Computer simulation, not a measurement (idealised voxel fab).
The name of this process module is voxel gate over fins.
Xsec cut, 170 nm wide, square cell size 5 nm.
Just so we're on the same page, the cross-sections are grids of square cells, and they're listed out in bands top to bottom, each band one or more rows deep. Quick guide to a band line: top height, bottom height (nm) up front; then every material left to right with its width in nm. Only one material and it's marked "edge to edge"? Then it fills the band edge to edge. And "blank" just means empty space. Height reference: 0 = level under which incoming wafer is all one material. Lowest band: no bottom, runs on downward, e.g. "top 0, no bottom". Width "30..40": first value at the band's top row of cells, second value at its bottom row, equal change from row to row. "nothing different" -> step changed no cross-section cell. "Fully sealed voids" means: voids of 8 cells or more that are shut off from the top with no open way through. Written width x height at distance, distance from the left edge, in nm. If you see something after the settings on a step's line, that's the simulator's own remark about that step. The setting "overlay nm" may be written on the line of a step. When the step uses a mask, the value reports how far to the right of the planned place the mask lay, and a negative value reports that it lay to the left.
[Listed below are the process steps as planned]
step 1: RECEIVE: material Si
step 2: CONFORMAL_DEP: material SiN, thk nm 5
step 3: DIRECTIONAL_DEP: material aC, thk nm 10
step 4: PATTERN: tone cover, mask id FINS, material resist, width nm 15, pitch nm 60, thk nm 25, overlay nm 0
step 5: DIRECTIONAL_ETCH: etch materials aC, depth nm 10
step 6: STRIP: etch materials resist
step 7: DIRECTIONAL_ETCH: etch materials SiN, depth nm 5
step 8: DIRECTIONAL_ETCH: etch materials Si, depth nm 30
step 9: STRIP: etch materials aC
step 10: OXIDIZE: depth nm 5
step 11: FILL_DEP: material SiO2, thk nm 5
step 12: CMP: height nm 5
step 13: DIRECTIONAL_DEP: material aC, thk nm 5
step 14: PATTERN: tone open, mask id RAIL, material resist, width nm 15, thk nm 30, overlay nm 0
step 15: DIRECTIONAL_ETCH: etch materials aC, depth nm 15
step 16: STRIP: etch materials resist
step 17: DIRECTIONAL_ETCH: etch materials SiO2, depth nm 30
step 18: STRIP: etch materials aC
step 19: CONFORMAL_DEP: material TiN, thk nm 5
step 20: FILL_DEP: material W, thk nm 10
step 21: CMP: height nm 5
step 22: SELECTIVE_ETCH: etch materials W Ru TiN, depth nm 25
step 23: FILL_DEP: material SiO2, thk nm 5
step 24: CMP: height nm 5
step 25: SELECTIVE_ETCH: etch materials SiO2, depth nm 20
step 26: STRIP: etch materials SiN
step 27: CONFORMAL_DEP: material HfO2, thk nm 5
step 28: CONFORMAL_DEP: material TiN, thk nm 5
step 29: FILL_DEP: material W, thk nm 10
step 30: CMP: height nm 15
step 31: CONFORMAL_DEP: material SiCN, thk nm 10
The value of thk nm given for step 13 in the plan refers to the first wafer; the wafers vary in this setting and are alike at the start.
[After step 1, as received: first of several wafers, cross-section]
    top 0, no bottom | Si edge to edge
    Fully sealed voids: none
[Heads up, this table goes wafer by wafer. A row tells you, at the end of the module, how many cells of each material that wafer has put on (+) or dropped (-) since it was received, and then its closed voids]
thk nm 5 | +52 HfO2 | -217 Si | +68 SiCN | +121 SiO2 | +55 TiN | +91 W | Fully sealed voids: none
thk nm 10 | +52 HfO2 | -217 Si | +68 SiCN | +121 SiO2 | +55 TiN | +91 W | Fully sealed voids: none
thk nm 15 | +52 HfO2 | -217 Si | +68 SiCN | +121 SiO2 | +55 TiN | +91 W | Fully sealed voids: none
thk nm 20 | +52 HfO2 | -217 Si | +68 SiCN | +124 SiO2 | +52 TiN | +91 W | Fully sealed voids: none
thk nm 25 | +52 HfO2 | -217 Si | +68 SiCN | +124 SiO2 | +52 TiN | +91 W | Fully sealed voids: none
thk nm 30 | +52 HfO2 | -217 Si | +68 SiCN | +124 SiO2 | +52 TiN | +91 W | Fully sealed voids: none
